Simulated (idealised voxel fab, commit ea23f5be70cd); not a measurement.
voxel air gaps: a process module
Square cell edge 5 nm, section width 295 nm, ID cut.
A cross-section is a grid of square cells, given in bands from the top down. A band is one or more rows of cells.
What a band's entry tells you: where the top is and where the bottom is, as heights in nm, and after that what lies inside, material by material from left to right, each with its width in nm. Empty space is written as the word "air", and a single material marked with the word "all across" occupies the band from edge to edge.
Measure heights from 0. That's the level where, below it, the as-received wafer is all one material. The lowest band is bottomless and extends downward; write it as in "0 nm and below".
Per-row width for "30..40": begins at first number (top row of band), ends at second number (bottom row), increment between rows held constant.
"changes: none", as given for a step, is the statement that not any cell of the cross-section underwent a change during that step.
Under "Entrapped voids" you'll find the enclosed gaps, the ones with no way out to the top, that are 8 cells or bigger; each reads width x height at distance, with distance counted from the left edge, everything in nm.
It should be noted that, on the line of a given step, the content following the step's settings is a remark produced by the simulator itself with respect to that step.
The setting "overlay nm" may be written on the line of a step. When the step uses a mask, the value reports how far to the right of the planned place the mask lay, and a negative value reports that it lay to the left.
Plan
1. RECEIVE,material Si
2. CONFORMAL_DEP,material SiO2,thk nm 10
3. CONFORMAL_DEP,material SiCN,thk nm 5
4. DIRECTIONAL_DEP,material SiO2,thk nm 40
5. DIRECTIONAL_DEP,material aC,thk nm 15
6. PATTERN,tone open,mask id LINES,material resist,width nm 25,pitch nm 50,thk nm 30,overlay nm 0
7. DIRECTIONAL_ETCH,etch materials aC,depth nm 15
8. STRIP,etch materials resist
9. DIRECTIONAL_ETCH,etch materials SiO2,depth nm 40
10. STRIP,etch materials aC
11. CONFORMAL_DEP,material TiN,thk nm 5
12. FILL_DEP,material Cu,thk nm 10
13. CMP,height nm 55
14. EPI,material Ru,thk nm 10
15. SELECTIVE_ETCH,etch materials SiO2,depth nm 50
16. CONFORMAL_DEP,material SiCN,thk nm 5
Wafer as received: cross-section following step 1
	0 nm and below: Si all across
	Entrapped voids: none
Starting wafer: above. Plan: above. Run: one mistake. Cross-section after the module: below
	70 nm to 65 nm: SiCN all across
	65 nm to 55 nm: 70 nm Ru / 5 nm SiCN / 45 nm Ru / 5 nm SiCN / 45 nm Ru / 5 nm SiCN / 45 nm Ru / 5 nm SiCN / 70 nm Ru
	55 nm to 50 nm: 55 nm Cu / 5 nm TiN / 25 nm SiCN / 5 nm TiN / 15 nm Cu / 5 nm TiN / 25 nm SiCN / 5 nm TiN / 15 nm Cu / 5 nm TiN / 25 nm SiCN / 5 nm TiN / 15 nm Cu / 5 nm TiN / 25 nm SiCN / 5 nm TiN / 55 nm Cu
	50 nm to 20 nm: 55 nm Cu / 5 nm TiN / 5 nm SiCN / 15 nm air / 5 nm SiCN / 5 nm TiN / 15 nm Cu / 5 nm TiN / 5 nm SiCN / 15 nm air / 5 nm SiCN / 5 nm TiN / 15 nm Cu / 5 nm TiN / 5 nm SiCN / 15 nm air / 5 nm SiCN / 5 nm TiN / 15 nm Cu / 5 nm TiN / 5 nm SiCN / 15 nm air / 5 nm SiCN / 5 nm TiN / 55 nm Cu
	20 nm to 15 nm: 60 nm TiN / 25 nm SiCN / 25 nm TiN / 25 nm SiCN / 25 nm TiN / 25 nm SiCN / 25 nm TiN / 25 nm SiCN / 60 nm TiN
	15 nm to 10 nm: SiCN all across
	10 nm to 0 nm: SiO2 all across
	0 nm and below: Si all across
	Entrapped voids: 15 x 30 at 65; 15 x 30 at 115; 15 x 30 at 165; 15 x 30 at 215
The mistake made against the process plan was this: in deviation from the planned setting, step 6 was conducted as PATTERN,tone cover,mask id LINES,material resist,width nm 25,pitch nm 50,thk nm 30,overlay nm 0
